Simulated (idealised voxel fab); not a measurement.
Proc. module: voxel capacitor over wiring
The figure presents cross-section cut, which has a width of 230 nm and is divided into square cells with an edge length of 5 nm.
We lay out every cross-section as a grid of square cells and spell it out in bands from the top down, where one band means one or more rows of cells.
Band: top and bottom heights (nm) first, top before bottom; then materials from left to right, widths in nm. "all across" marks a sole material filling the band edge to edge. "blank" denotes empty space.
For the purposes of this specification, 0 denotes the height below which the wafer in its as-received condition is composed wholly of one material, and the lowermost band, lacking a lower limit, extends downward without end, as expressed in "0 -> down".
Width: "30..40" (first number = top row, second number = bottom row, same change from row to row of cells).
"nothing was modified" -> step changed no cross-section cell.
"Closed void inventory" lists enclosed empty spaces (at least 8 cells, no open path upward to the top), each as width x height at distance from the left edge, in nm.
Step line, after settings: the simulator's comment on this step.
overlay nm: on a step with a mask, how far right of its planned place the mask lay; negative means left.
The planned process steps are enumerated hereunder:
1,RECEIVE | material Si
2,CONFORMAL_DEP | material SiO2 | thk nm 10
3,CONFORMAL_DEP | material SiCN | thk nm 5
4,DIRECTIONAL_DEP | material SiO2 | thk nm 20
5,DIRECTIONAL_DEP | material aC | thk nm 15
6,PATTERN | tone open | mask id METAL_1 | material resist | width nm 30 | pitch nm 95 | thk nm 35 | overlay nm 0
7,DIRECTIONAL_ETCH | etch materials aC | depth nm 15
8,STRIP | etch materials resist
9,DIRECTIONAL_ETCH | etch materials SiO2 | depth nm 20
10,DIRECTIONAL_ETCH | etch materials SiCN | depth nm 5
11,STRIP | etch materials aC
12,CONFORMAL_DEP | material TiN | thk nm 5
13,FILL_DEP | material Ru | thk nm 5
14,CMP | height nm 35
15,CONFORMAL_DEP | material SiCN | thk nm 5
16,DIRECTIONAL_DEP | material lowk | thk nm 15
17,DIRECTIONAL_DEP | material aC | thk nm 10
18,PATTERN | tone open | mask id PLUG_1 | material resist | width nm 15 | thk nm 30 | overlay nm 0
19,DIRECTIONAL_ETCH | etch materials aC | depth nm 10
20,STRIP | etch materials resist
21,DIRECTIONAL_ETCH | etch materials lowk | depth nm 15
22,DIRECTIONAL_ETCH | etch materials SiCN | depth nm 5
23,STRIP | etch materials aC
24,EPI | material Ru | thk nm 10
25,EPI | material Ru | thk nm 10
26,DIRECTIONAL_DEP | material TiN | thk nm 10
27,DIRECTIONAL_DEP | material SiN | thk nm 5
28,DIRECTIONAL_DEP | material TiN | thk nm 10
29,MASKED_ETCH | tone cover | mask id UPPER_PLATE | width nm 70 | etch materials TiN | depth nm 10 | overlay nm 0
30,MASKED_ETCH | tone cover | mask id UPPER_PLATE | width nm 70 | etch materials SiN | depth nm 5 | overlay nm 0
31,DIRECTIONAL_DEP | material aC | thk nm 10
32,PATTERN | tone cover | mask id LOWER_PLATE | material resist | width nm 80 | thk nm 25 | overlay nm 0
33,DIRECTIONAL_ETCH | etch materials aC | depth nm 10
34,STRIP | etch materials resist
35,DIRECTIONAL_ETCH | etch materials TiN | depth nm 10
36,STRIP | etch materials aC
37,FILL_DEP | material SiO2 | thk nm 15
38,CMP | height nm 90
39,DIRECTIONAL_DEP | material aC | thk nm 15
40,PATTERN | tone open | mask id PLUG_2 | material resist | width nm 15 | thk nm 35 | overlay nm 0
41,DIRECTIONAL_ETCH | etch materials aC | depth nm 15
42,STRIP | etch materials resist
43,DIRECTIONAL_ETCH | etch materials SiO2 | depth nm 10
44,STRIP | etch materials aC
45,CONFORMAL_DEP | material TiN | thk nm 5
46,FILL_DEP | material W | thk nm 5
47,CMP | height nm 90
48,CONFORMAL_DEP | material SiN | thk nm 5
Shown in cross-section is the wafer as received, that is, as it stands after step 1:
* 0 -> down | Si all across
* Closed void inventory: none
Cross-sectional image of the first of two wafers at the end of the module, the run having proceeded as planned:
* 95 -> 90 | SiN all across
* 90 -> 85 | SiO2 75 nm  TiN 5 nm  W 5 nm  TiN 5 nm  SiO2 140 nm
* 85 -> 80 | SiO2 75 nm  TiN 15 nm  SiO2 140 nm
* 80 -> 70 | SiO2 65 nm  TiN 70 nm  SiO2 95 nm
* 70 -> 65 | SiO2 65 nm  SiN 70 nm  SiO2 95 nm
* 65 -> 55 | SiO2 60 nm  TiN 80 nm  SiO2 90 nm
* 55 -> 40 | lowk 65 nm  Ru 15 nm  lowk 150 nm
* 40 -> 35 | SiCN 65 nm  Ru 15 nm  SiCN 150 nm
* 35 -> 15 | SiO2 50 nm  TiN 5 nm  Ru 20 nm  TiN 5 nm  SiO2 65 nm  TiN 5 nm  Ru 20 nm  TiN 5 nm  SiO2 55 nm
* 15 -> 10 | SiCN 50 nm  TiN 30 nm  SiCN 65 nm  TiN 30 nm  SiCN 55 nm
* 10 -> 0 | SiO2 all across
* 0 -> down | Si all across
* Closed void inventory: none
Module end: cross-section of wafer two of two. Same start and process plan as the first wafer. One mistake during execution:
* 95 -> 90 | SiN all across
* 90 -> 85 | SiO2 75 nm  TiN 5 nm  W 5 nm  TiN 5 nm  SiO2 140 nm
* 85 -> 80 | SiO2 75 nm  TiN 15 nm  SiO2 140 nm
* 80 -> 70 | SiO2 65 nm  TiN 70 nm  SiO2 95 nm
* 70 -> 65 | SiO2 65 nm  SiN 70 nm  SiO2 95 nm
* 65 -> 55 | SiO2 55 nm  TiN 90 nm  SiO2 85 nm
* 55 -> 40 | lowk 65 nm  Ru 15 nm  lowk 150 nm
* 40 -> 35 | SiCN 65 nm  Ru 15 nm  SiCN 150 nm
* 35 -> 15 | SiO2 50 nm  TiN 5 nm  Ru 20 nm  TiN 5 nm  SiO2 65 nm  TiN 5 nm  Ru 20 nm  TiN 5 nm  SiO2 55 nm
* 15 -> 10 | SiCN 50 nm  TiN 30 nm  SiCN 65 nm  TiN 30 nm  SiCN 55 nm
* 10 -> 0 | SiO2 all across
* 0 -> down | Si all across
* Closed void inventory: none
In executing the process, a mistake was made relative to the plan: in deviation from the planned setting, step 32 was conducted as PATTERN | tone cover | mask id LOWER_PLATE | material resist | width nm 90 | thk nm 25 | overlay nm 0
Wrapping up, a cell-based count of both wafers puts the second over or under the first for these materials: SiO2 -4 | TiN +4
